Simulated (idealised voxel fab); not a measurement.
process module | voxel wiring stack
cross-section cut | 250 nm wide | cells 5 nm
A cross-section is a grid of square cells, given in bands from the top down. A band is one or more rows of cells.
Each band's line starts with the height of the band's top and of its bottom, in nm. Then come its materials from left to right, each with its width in nm. One material with "throughout" fills the band from edge to edge. "air" is empty space.
Height 0 is the level under which the wafer as received is all one material. The lowest band goes on downwards, as in "0 down".
A width such as "30 to 40" changes by the same amount from each row of cells to the next, from the band's top row to its bottom row.
"no change" after a step means that no cell of the cross-section changed.
closed voids: empty space of 8 cells or more with no open way to the top, each as width x height at its distance from the left edge, in nm
after a step's settings: what the simulator itself notes on the step
overlay nm, on a step with a mask: how far to the right of its planned place the mask lay; to the left if negative
Each pair below shows a cross-section before one step and the cross-section after it, down to the lowest band that changed. The line under each pair gives the step between them, with its settings. The pairs can come from different runs of this module on the same starting wafer, so a pair continues from the pair above only where its "before" says so.
before
  115 to 95: SiO2 80 | air 30 | SiO2 25 | air 30 | SiO2 85
  95 to 80: SiO2 80 | air 15 | SiO2 40 | air 15 | SiO2 100
  80 to 75: SiCN 80 | air 15 | SiCN 40 | air 15 | SiCN 100
  75 to 60: SiO2 80 | TiN 5 | Ru 20 | TiN 5 | SiO2 25 | TiN 5 | Ru 20 | TiN 5 | SiO2 85
  60 to 55: SiO2 80 | TiN 5 | Ru 5 | TiN 20 | SiO2 25 | TiN 5 | Ru 5 | TiN 20 | SiO2 85
  55 to 45: SiO2 80 | TiN 5 | Ru 5 | TiN 5 | SiO2 40 | TiN 5 | Ru 5 | TiN 5 | SiO2 100
  45 to 40: SiCN 80 | TiN 15 | SiCN 40 | TiN 15 | SiCN 100
  40 to 15: SiO2 80 | SiN 5 | W 25 | SiN 5 | SiO2 20 | SiN 5 | W 25 | SiN 5 | SiO2 80
  15 to 10: SiN 85 | TiN 25 | SiN 30 | TiN 25 | SiN 85
  10 to 0: SiO2 throughout
  0 down: Si throughout
  closed voids: none
after
  120 to 115: TiN 85 | air 20 | TiN 35 | air 20 | TiN 90
  115 to 100: SiO2 80 | TiN 5 | air 20 | TiN 5 | SiO2 25 | TiN 5 | air 20 | TiN 5 | SiO2 85
  100 to 95: SiO2 80 | TiN 5 | air 5 | TiN 20 | SiO2 25 | TiN 5 | air 5 | TiN 20 | SiO2 85
  95 to 80: SiO2 80 | TiN 5 | air 5 | TiN 5 | SiO2 40 | TiN 5 | air 5 | TiN 5 | SiO2 100
  80 to 75: SiCN 80 | TiN 15 | SiCN 40 | TiN 15 | SiCN 100
  below 75: unchanged
  closed voids: none
the step between: op CONFORMAL_DEP | material TiN | thk nm 5
before: the cross-section after the pair above
after
  130 to 120: Cu throughout
  120 to 115: TiN 85 | Cu 20 | TiN 35 | Cu 20 | TiN 90
  115 to 100: SiO2 80 | TiN 5 | Cu 20 | TiN 5 | SiO2 25 | TiN 5 | Cu 20 | TiN 5 | SiO2 85
  100 to 95: SiO2 80 | TiN 5 | Cu 5 | TiN 20 | SiO2 25 | TiN 5 | Cu 5 | TiN 20 | SiO2 85
  95 to 80: SiO2 80 | TiN 5 | Cu 5 | TiN 5 | SiO2 40 | TiN 5 | Cu 5 | TiN 5 | SiO2 100
  below 80: unchanged
  closed voids: none
the step between: op FILL_DEP | material Cu | thk nm 10
before: the cross-section after the pair above
after
  115 to 100: SiO2 80 | TiN 5 | Cu 20 | TiN 5 | SiO2 25 | TiN 5 | Cu 20 | TiN 5 | SiO2 85
  below 100: unchanged
  closed voids: none
the step between: op CMP | height nm 115
before: the cross-section after the pair above
after
  120 to 115: SiCN throughout
  below 115: unchanged
  closed voids: none
the step between: op CONFORMAL_DEP | material SiCN | thk nm 5
before
  40 to 15: W throughout
  15 to 10: TiN throughout
  10 to 0: SiO2 throughout
  0 down: Si throughout
  closed voids: none
after
  60 to 40: air 90 | resist 30 | air 25 | resist 30 | air 75
  below 40: unchanged
  closed voids: none
the step between: op PATTERN | tone cover | mask id METAL_1 | material resist | width nm 30 | pitch nm 55 | thk nm 20 | overlay nm 10
before: the cross-section after the pair above
after
  60 to 40: air 90 | resist 30 | air 25 | resist 30 | air 75
  40 to 15: air 90 | W 30 | air 25 | W 30 | air 75
  below 15: unchanged
  closed voids: none
the step between: op DIRECTIONAL_ETCH | etch materials W | depth nm 25
before: the cross-section after the pair above
after
  60 to 40: air 90 | resist 30 | air 25 | resist 30 | air 75
  40 to 15: air 90 | W 30 | air 25 | W 30 | air 75
  15 to 10: air 90 | TiN 30 | air 25 | TiN 30 | air 75
  below 10: unchanged
  closed voids: none
the step between: op DIRECTIONAL_ETCH | etch materials TiN | depth nm 5
before: the cross-section after the pair above
after
  40 to 15: air 90 | W 30 | air 25 | W 30 | air 75
  below 15: unchanged
  closed voids: none
the step between: op STRIP | etch materials resist
before: the cross-section after the pair above
after
  45 to 40: air 85 | SiN 40 | air 15 | SiN 40 | air 70
  40 to 15: air 85 | SiN 5 | W 30 | SiN 5 | air 15 | SiN 5 | W 30 | SiN 5 | air 70
  15 to 10: SiN 90 | TiN 30 | SiN 25 | TiN 30 | SiN 75
  below 10: unchanged
  closed voids: none
the step between: op CONFORMAL_DEP | material SiN | thk nm 5
before: the cross-section after the pair above
after
  55 to 45: SiO2 throughout
  45 to 40: SiO2 85 | SiN 40 | SiO2 15 | SiN 40 | SiO2 70
  40 to 15: SiO2 85 | SiN 5 | W 30 | SiN 5 | SiO2 15 | SiN 5 | W 30 | SiN 5 | SiO2 70
  below 15: unchanged
  closed voids: none
the step between: op FILL_DEP | material SiO2 | thk nm 10
before: the cross-section after the pair above
after
  40 to 15: SiO2 85 | SiN 5 | W 30 | SiN 5 | SiO2 15 | SiN 5 | W 30 | SiN 5 | SiO2 70
  below 15: unchanged
  closed voids: none
the step between: op CMP | height nm 40
before: the cross-section after the pair above
after
  45 to 40: SiCN throughout
  below 40: unchanged
  closed voids: none
the step between: op CONFORMAL_DEP | material SiCN | thk nm 5
before: the cross-section after the pair above
after
  75 to 45: SiO2 throughout
  below 45: unchanged
  closed voids: none
the step between: op DIRECTIONAL_DEP | material SiO2 | thk nm 30
before: the cross-section after the pair above
after
  95 to 75: resist 80 | air 15 | resist 40 | air 15 | resist 100
  below 75: unchanged
  closed voids: none
the step between: op PATTERN | tone open | mask id METAL_2_HOLES | material resist | width nm 15 | pitch nm 55 | thk nm 20 | overlay nm 0
before: the cross-section after the pair above
after
  95 to 75: resist 80 | air 15 | resist 40 | air 15 | resist 100
  75 to 45: SiO2 80 | air 15 | SiO2 40 | air 15 | SiO2 100
  below 45: unchanged
  closed voids: none
the step between: op DIRECTIONAL_ETCH | etch materials SiO2 | depth nm 30
before: the cross-section after the pair above
after
  75 to 45: SiO2 80 | air 15 | SiO2 40 | air 15 | SiO2 100
  below 45: unchanged
  closed voids: none
the step between: op STRIP | etch materials resist
before: the cross-section after the pair above
after
  95 to 75: resist 80 | air 30 | resist 25 | air 30 | resist 85
  below 75: unchanged
  closed voids: none
the step between: op PATTERN | tone open | mask id METAL_2 | material resist | width nm 30 | pitch nm 55 | thk nm 20 | overlay nm 0
before: the cross-section after the pair above
after
  95 to 75: resist 80 | air 30 | resist 25 | air 30 | resist 85
  75 to 55: SiO2 80 | air 30 | SiO2 25 | air 30 | SiO2 85
  below 55: unchanged
  closed voids: none
the step between: op DIRECTIONAL_ETCH | etch materials SiO2 | depth nm 20
before: the cross-section after the pair above
after
  95 to 75: resist 80 | air 30 | resist 25 | air 30 | resist 85
  75 to 55: SiO2 80 | air 30 | SiO2 25 | air 30 | SiO2 85
  55 to 45: SiO2 80 | air 15 | SiO2 40 | air 15 | SiO2 100
  45 to 40: SiCN 80 | air 15 | SiCN 40 | air 15 | SiCN 100
  below 40: unchanged
  closed voids: none
the step between: op DIRECTIONAL_ETCH | etch materials SiCN | depth nm 5
before: the cross-section after the pair above
after
  75 to 55: SiO2 80 | air 30 | SiO2 25 | air 30 | SiO2 85
  below 55: unchanged
  closed voids: none
the step between: op STRIP | etch materials resist
before: the cross-section after the pair above
after
  80 to 75: TiN 85 | air 20 | TiN 35 | air 20 | TiN 90
  75 to 60: SiO2 80 | TiN 5 | air 20 | TiN 5 | SiO2 25 | TiN 5 | air 20 | TiN 5 | SiO2 85
  60 to 55: SiO2 80 | TiN 5 | air 5 | TiN 20 | SiO2 25 | TiN 5 | air 5 | TiN 20 | SiO2 85
  55 to 45: SiO2 80 | TiN 5 | air 5 | TiN 5 | SiO2 40 | TiN 5 | air 5 | TiN 5 | SiO2 100
  45 to 40: SiCN 80 | TiN 15 | SiCN 40 | TiN 15 | SiCN 100
  below 40: unchanged
  closed voids: none
the step between: op CONFORMAL_DEP | material TiN | thk nm 5
before: the cross-section after the pair above
after
  85 to 80: Ru throughout
  80 to 75: TiN 85 | Ru 20 | TiN 35 | Ru 20 | TiN 90
  75 to 60: SiO2 80 | TiN 5 | Ru 20 | TiN 5 | SiO2 25 | TiN 5 | Ru 20 | TiN 5 | SiO2 85
  60 to 55: SiO2 80 | TiN 5 | Ru 5 | TiN 20 | SiO2 25 | TiN 5 | Ru 5 | TiN 20 | SiO2 85
  55 to 45: SiO2 80 | TiN 5 | Ru 5 | TiN 5 | SiO2 40 | TiN 5 | Ru 5 | TiN 5 | SiO2 100
  below 45: unchanged
  closed voids: none
the step between: op FILL_DEP | material Ru | thk nm 5
before: the cross-section after the pair above
after
  75 to 60: SiO2 80 | TiN 5 | Ru 20 | TiN 5 | SiO2 25 | TiN 5 | Ru 20 | TiN 5 | SiO2 85
  below 60: unchanged
  closed voids: none
the step between: op CMP | height nm 75
before: the cross-section after the pair above
after
  80 to 75: SiCN throughout
  below 75: unchanged
  closed voids: none
the step between: op CONFORMAL_DEP | material SiCN | thk nm 5
before: the cross-section after the pair above
after
  115 to 80: SiO2 throughout
  below 80: unchanged
  closed voids: none
the step between: op DIRECTIONAL_DEP | material SiO2 | thk nm 35
before: the cross-section after the pair above
after
  115 to 80: SiO2 80 | air 15 | SiO2 40 | air 15 | SiO2 100
  below 80: unchanged
  closed voids: none
the step between: op MASKED_ETCH | tone open | mask id METAL_3_HOLES | width nm 15 | pitch nm 55 | etch materials SiO2 | depth nm 35 | overlay nm 0
before: the cross-section after the pair above
after
  115 to 95: SiO2 80 | air 30 | SiO2 25 | air 30 | SiO2 85
  below 95: unchanged
  closed voids: none
the step between: op MASKED_ETCH | tone open | mask id METAL_3 | width nm 30 | pitch nm 55 | etch materials SiO2 | depth nm 20 | overlay nm 0
before: the cross-section after the pair above
after
  115 to 95: SiO2 80 | air 30 | SiO2 25 | air 30 | SiO2 85
  95 to 80: SiO2 80 | air 15 | SiO2 40 | air 15 | SiO2 100
  80 to 75: SiCN 80 | air 15 | SiCN 40 | air 15 | SiCN 100
  below 75: unchanged
  closed voids: none
the step between: op MASKED_ETCH | tone open | mask id METAL_3 | width nm 30 | pitch nm 55 | etch materials SiCN | depth nm 5 | overlay nm 0
before: the cross-section after the pair above
after
  120 to 115: TiN 85 | air 20 | TiN 35 | air 20 | TiN 90
  115 to 100: SiO2 80 | TiN 5 | air 20 | TiN 5 | SiO2 25 | TiN 5 | air 20 | TiN 5 | SiO2 85
  100 to 95: SiO2 80 | TiN 5 | air 5 | TiN 20 | SiO2 25 | TiN 5 | air 5 | TiN 20 | SiO2 85
  95 to 80: SiO2 80 | TiN 5 | air 5 | TiN 5 | SiO2 40 | TiN 5 | air 5 | TiN 5 | SiO2 100
  80 to 75: SiCN 80 | TiN 15 | SiCN 40 | TiN 15 | SiCN 100
  below 75: unchanged
  closed voids: none
the step between: op CONFORMAL_DEP | material TiN | thk nm 5
before: the cross-section after the pair above
after
  130 to 120: Cu throughout
  120 to 115: TiN 85 | Cu 20 | TiN 35 | Cu 20 | TiN 90
  115 to 100: SiO2 80 | TiN 5 | Cu 20 | TiN 5 | SiO2 25 | TiN 5 | Cu 20 | TiN 5 | SiO2 85
  100 to 95: SiO2 80 | TiN 5 | Cu 5 | TiN 20 | SiO2 25 | TiN 5 | Cu 5 | TiN 20 | SiO2 85
  95 to 80: SiO2 80 | TiN 5 | Cu 5 | TiN 5 | SiO2 40 | TiN 5 | Cu 5 | TiN 5 | SiO2 100
  below 80: unchanged
  closed voids: none
the step between: op FILL_DEP | material Cu | thk nm 10
before: the cross-section after the pair above
after
  115 to 100: SiO2 80 | TiN 5 | Cu 20 | TiN 5 | SiO2 25 | TiN 5 | Cu 20 | TiN 5 | SiO2 85
  below 100: unchanged
  closed voids: none
the step between: op CMP | height nm 115
before: the cross-section after the pair above
after
  120 to 115: SiCN throughout
  below 115: unchanged
  closed voids: none
the step between: op CONFORMAL_DEP | material SiCN | thk nm 5
before
  45 to 40: SiCN throughout
  40 to 15: SiO2 75 | SiN 5 | W 30 | SiN 5 | SiO2 15 | SiN 5 | W 30 | SiN 5 | SiO2 80
  15 to 10: SiN 80 | TiN 30 | SiN 25 | TiN 30 | SiN 85
  10 to 0: SiO2 throughout
  0 down: Si throughout
  closed voids: none
after
  75 to 40: SiCN throughout
  below 40: unchanged
  closed voids: none
the step between: op DIRECTIONAL_DEP | material SiCN | thk nm 30
before: the cross-section after the pair above
after
  95 to 75: resist 80 | air 15 | resist 40 | air 15 | resist 100
  below 75: unchanged
  closed voids: none
the step between: op PATTERN | tone open | mask id METAL_2_HOLES | material resist | width nm 15 | pitch nm 55 | thk nm 20 | overlay nm 0
before: the cross-section after the pair above
after
  75 to 40: SiCN throughout
  below 40: unchanged
  closed voids: none
the step between: op STRIP | etch materials resist
before: the cross-section after the pair above
after
  95 to 75: resist 80 | air 30 | resist 25 | air 30 | resist 85
  below 75: unchanged
  closed voids: none
the step between: op PATTERN | tone open | mask id METAL_2 | material resist | width nm 30 | pitch nm 55 | thk nm 20 | overlay nm 0
before: the cross-section after the pair above
after
  95 to 75: resist 80 | air 30 | resist 25 | air 30 | resist 85
  75 to 70: SiCN 80 | air 30 | SiCN 25 | air 30 | SiCN 85
  below 70: unchanged
  closed voids: none
the step between: op DIRECTIONAL_ETCH | etch materials SiCN | depth nm 5
before: the cross-section after the pair above
after
  75 to 70: SiCN 80 | air 30 | SiCN 25 | air 30 | SiCN 85
  below 70: unchanged
  closed voids: none
the step between: op STRIP | etch materials resist
before: the cross-section after the pair above
after
  80 to 75: TiN 85 | air 20 | TiN 35 | air 20 | TiN 90
  75 to 70: SiCN 80 | TiN 30 | SiCN 25 | TiN 30 | SiCN 85
  below 70: unchanged
  closed voids: none
the step between: op CONFORMAL_DEP | material TiN | thk nm 5
before: the cross-section after the pair above
after
  85 to 80: Ru throughout
  80 to 75: TiN 85 | Ru 20 | TiN 35 | Ru 20 | TiN 90
  below 75: unchanged
  closed voids: none
the step between: op FILL_DEP | material Ru | thk nm 5
before: the cross-section after the pair above
after
  75 to 70: SiCN 80 | TiN 30 | SiCN 25 | TiN 30 | SiCN 85
  below 70: unchanged
  closed voids: none
the step between: op CMP | height nm 75
before: the cross-section after the pair above
after
  80 to 75: SiCN throughout
  below 75: unchanged
  closed voids: none
the step between: op CONFORMAL_DEP | material SiCN | thk nm 5
before: the cross-section after the pair above
after
  115 to 80: SiO2 throughout
  below 80: unchanged
  closed voids: none
the step between: op DIRECTIONAL_DEP | material SiO2 | thk nm 35
before: the cross-section after the pair above
after
  115 to 80: SiO2 80 | air 15 | SiO2 40 | air 15 | SiO2 100
  below 80: unchanged
  closed voids: none
the step between: op MASKED_ETCH | tone open | mask id METAL_3_HOLES | width nm 15 | pitch nm 55 | etch materials SiO2 | depth nm 35 | overlay nm 0
before: the cross-section after the pair above
after
  115 to 95: SiO2 80 | air 30 | SiO2 25 | air 30 | SiO2 85
  below 95: unchanged
  closed voids: none
the step between: op MASKED_ETCH | tone open | mask id METAL_3 | width nm 30 | pitch nm 55 | etch materials SiO2 | depth nm 20 | overlay nm 0
before: the cross-section after the pair above
after
  115 to 95: SiO2 80 | air 30 | SiO2 25 | air 30 | SiO2 85
  95 to 80: SiO2 80 | air 15 | SiO2 40 | air 15 | SiO2 100
  80 to 75: SiCN 80 | air 15 | SiCN 40 | air 15 | SiCN 100
  below 75: unchanged
  closed voids: none
the step between: op MASKED_ETCH | tone open | mask id METAL_3 | width nm 30 | pitch nm 55 | etch materials SiCN | depth nm 5 | overlay nm 0
before: the cross-section after the pair above
after
  120 to 115: TiN 85 | air 20 | TiN 35 | air 20 | TiN 90
  115 to 100: SiO2 80 | TiN 5 | air 20 | TiN 5 | SiO2 25 | TiN 5 | air 20 | TiN 5 | SiO2 85
  100 to 95: SiO2 80 | TiN 5 | air 5 | TiN 20 | SiO2 25 | TiN 5 | air 5 | TiN 20 | SiO2 85
  95 to 80: SiO2 80 | TiN 5 | air 5 | TiN 5 | SiO2 40 | TiN 5 | air 5 | TiN 5 | SiO2 100
  80 to 70: SiCN 80 | TiN 15 to 30 | SiCN 40 to 25 | TiN 15 to 30 | SiCN 100 to 85
  below 70: unchanged
  closed voids: none
the step between: op CONFORMAL_DEP | material TiN | thk nm 5
before: the cross-section after the pair above
after
  130 to 120: Cu throughout
  120 to 115: TiN 85 | Cu 20 | TiN 35 | Cu 20 | TiN 90
  115 to 100: SiO2 80 | TiN 5 | Cu 20 | TiN 5 | SiO2 25 | TiN 5 | Cu 20 | TiN 5 | SiO2 85
  100 to 95: SiO2 80 | TiN 5 | Cu 5 | TiN 20 | SiO2 25 | TiN 5 | Cu 5 | TiN 20 | SiO2 85
  95 to 80: SiO2 80 | TiN 5 | Cu 5 | TiN 5 | SiO2 40 | TiN 5 | Cu 5 | TiN 5 | SiO2 100
  below 80: unchanged
  closed voids: none
the step between: op FILL_DEP | material Cu | thk nm 10
before: the cross-section after the pair above
after
  115 to 100: SiO2 80 | TiN 5 | Cu 20 | TiN 5 | SiO2 25 | TiN 5 | Cu 20 | TiN 5 | SiO2 85
  below 100: unchanged
  closed voids: none
the step between: op CMP | height nm 115
before: the cross-section after the pair above
after
  120 to 115: SiCN throughout
  below 115: unchanged
  closed voids: none
the step between: op CONFORMAL_DEP | material SiCN | thk nm 5
before
  115 to 80: SiO2 80 | air 15 | SiO2 40 | air 15 | SiO2 100
  80 to 75: SiCN throughout
  75 to 60: SiO2 80 | TiN 5 | Ru 20 | TiN 5 | SiO2 25 | TiN 5 | Ru 20 | TiN 5 | SiO2 85
  60 to 55: SiO2 80 | TiN 5 | Ru 5 | TiN 20 | SiO2 25 | TiN 5 | Ru 5 | TiN 20 | SiO2 85
  55 to 45: SiO2 80 | TiN 5 | Ru 5 | TiN 5 | SiO2 40 | TiN 5 | Ru 5 | TiN 5 | SiO2 100
  45 to 40: SiCN 80 | TiN 15 | SiCN 40 | TiN 15 | SiCN 100
  40 to 15: SiO2 75 | SiN 5 | W 30 | SiN 5 | SiO2 15 | SiN 5 | W 30 | SiN 5 | SiO2 80
  15 to 10: SiN 80 | TiN 30 | SiN 25 | TiN 30 | SiN 85
  10 to 0: SiO2 throughout
  0 down: Si throughout
  closed voids: none
after
  115 to 95: air 95 | SiO2 15 | air 40 | SiO2 15 | air 85
  below 95: unchanged
  closed voids: none
the step between: op MASKED_ETCH | tone cover | mask id METAL_3 | width nm 30 | pitch nm 55 | etch materials SiO2 | depth nm 20 | overlay nm 0
before: the cross-section after the pair above
after
  115 to 95: air 95 | SiO2 15 | air 40 | SiO2 15 | air 85
  95 to 80: SiO2 80 | air 15 | SiO2 40 | air 15 | SiO2 100
  80 to 75: SiCN 80 | air 15 | SiCN 40 | air 15 | SiCN 100
  below 75: unchanged
  closed voids: none
the step between: op MASKED_ETCH | tone open | mask id METAL_3 | width nm 30 | pitch nm 55 | etch materials SiCN | depth nm 5 | overlay nm 0
before: the cross-section after the pair above
after
  120 to 115: air 90 | TiN 25 | air 30 | TiN 25 | air 80
  115 to 100: air 90 | TiN 5 | SiO2 15 | TiN 5 | air 30 | TiN 5 | SiO2 15 | TiN 5 | air 80
  100 to 95: TiN 85 | air 5 | TiN 5 | SiO2 15 | TiN 30 | air 5 | TiN 5 | SiO2 15 | TiN 85
  95 to 80: SiO2 80 | TiN 5 | air 5 | TiN 5 | SiO2 40 | TiN 5 | air 5 | TiN 5 | SiO2 100
  80 to 75: SiCN 80 | TiN 15 | SiCN 40 | TiN 15 | SiCN 100
  below 75: unchanged
  closed voids: none
the step between: op CONFORMAL_DEP | material TiN | thk nm 5
before: the cross-section after the pair above
after
  130 to 120: Cu throughout
  120 to 115: Cu 90 | TiN 25 | Cu 30 | TiN 25 | Cu 80
  115 to 100: Cu 90 | TiN 5 | SiO2 15 | TiN 5 | Cu 30 | TiN 5 | SiO2 15 | TiN 5 | Cu 80
  100 to 95: TiN 85 | Cu 5 | TiN 5 | SiO2 15 | TiN 30 | Cu 5 | TiN 5 | SiO2 15 | TiN 85
  95 to 80: SiO2 80 | TiN 5 | Cu 5 | TiN 5 | SiO2 40 | TiN 5 | Cu 5 | TiN 5 | SiO2 100
  below 80: unchanged
  closed voids: none
the step between: op FILL_DEP | material Cu | thk nm 10
before: the cross-section after the pair above
after
  115 to 100: Cu 90 | TiN 5 | SiO2 15 | TiN 5 | Cu 30 | TiN 5 | SiO2 15 | TiN 5 | Cu 80
  below 100: unchanged
  closed voids: none
the step between: op CMP | height nm 115
before: the cross-section after the pair above
after
  120 to 115: SiCN throughout
  below 115: unchanged
  closed voids: none
the step between: op CONFORMAL_DEP | material SiCN | thk nm 5
